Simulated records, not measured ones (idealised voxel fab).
process module | voxel self aligned contacts
cross-section cut | 280 nm wide | cells 5 nm
A cross-section is a grid of square cells, given in bands from the top down. A band is one or more rows of cells.
Each band's line starts with the height of the band's top and of its bottom, in nm. Then come its materials from left to right, each with its width in nm. One material with "throughout" fills the band from edge to edge. "air" is empty space.
Height 0 is the level under which the wafer as received is all one material. The lowest band goes on downwards, as in "0 down".
A width such as "30 to 40" changes by the same amount from each row of cells to the next, from the band's top row to its bottom row.
"no change" after a step means that no cell of the cross-section changed.
closed voids: empty space of 8 cells or more with no open way to the top, each as width x height at its distance from the left edge, in nm
after a step's settings: what the simulator itself notes on the step
overlay nm, on a step with a mask: how far to the right of its planned place the mask lay; to the left if negative
plan
1 op RECEIVE | material Si
2 op CONFORMAL_DEP | material SiO2 | thk nm 5
3 op DIRECTIONAL_DEP | material polySi | thk nm 30
4 op DIRECTIONAL_DEP | material SiN | thk nm 20
5 op MASKED_ETCH | tone cover | mask id GATE | width nm 25 | pitch nm 50 | etch materials SiN | depth nm 20 | overlay nm 0
6 op MASKED_ETCH | tone cover | mask id GATE | width nm 25 | pitch nm 50 | etch materials polySi | depth nm 30 | overlay nm 0
7 op CONFORMAL_DEP | material SiN | thk nm 5
8 op DIRECTIONAL_ETCH | etch materials SiN | depth nm 5
9 op FILL_DEP | material SiO2 | thk nm 20
10 op CMP | height nm 65
11 op PATTERN | tone open | mask id CONTACT | material resist | width nm 35 | pitch nm 50 | thk nm 15 | overlay nm 0
12 op DIRECTIONAL_ETCH | etch materials SiO2 | depth nm 65
13 op STRIP | etch materials resist
14 op CONFORMAL_DEP | material TiN | thk nm 5
15 op FILL_DEP | material W | thk nm 10
16 op CMP | height nm 65
17 op CONFORMAL_DEP | material SiCN | thk nm 5
as received, after step 1
  0 down: Si throughout
  closed voids: none
a wafer at the end: this start, this plan, one mistake
  70 to 65: SiCN throughout
  65 to 60: W 90 | TiN 5 | SiO2 35 | TiN 5 | W 5 | TiN 5 | SiO2 35 | TiN 5 | W 95
  60 to 55: W 65 | TiN 30 | SiO2 35 | TiN 15 | SiO2 35 | TiN 30 | W 70
  55 to 35: W 65 | TiN 5 | SiN 35 | SiO2 15 | SiN 35 | SiO2 15 | SiN 35 | TiN 5 | W 70
  35 to 5: W 65 | TiN 5 | SiN 5 | polySi 25 | SiN 5 | SiO2 15 | SiN 5 | polySi 25 | SiN 5 | SiO2 15 | SiN 5 | polySi 25 | SiN 5 | TiN 5 | W 70
  5 to 0: TiN 70 | SiO2 135 | TiN 75
  0 down: Si throughout
  closed voids: none
what went wrong: step 11 ran as: op PATTERN | tone cover | mask id CONTACT | material resist | width nm 35 | pitch nm 50 | thk nm 15 | overlay nm 0
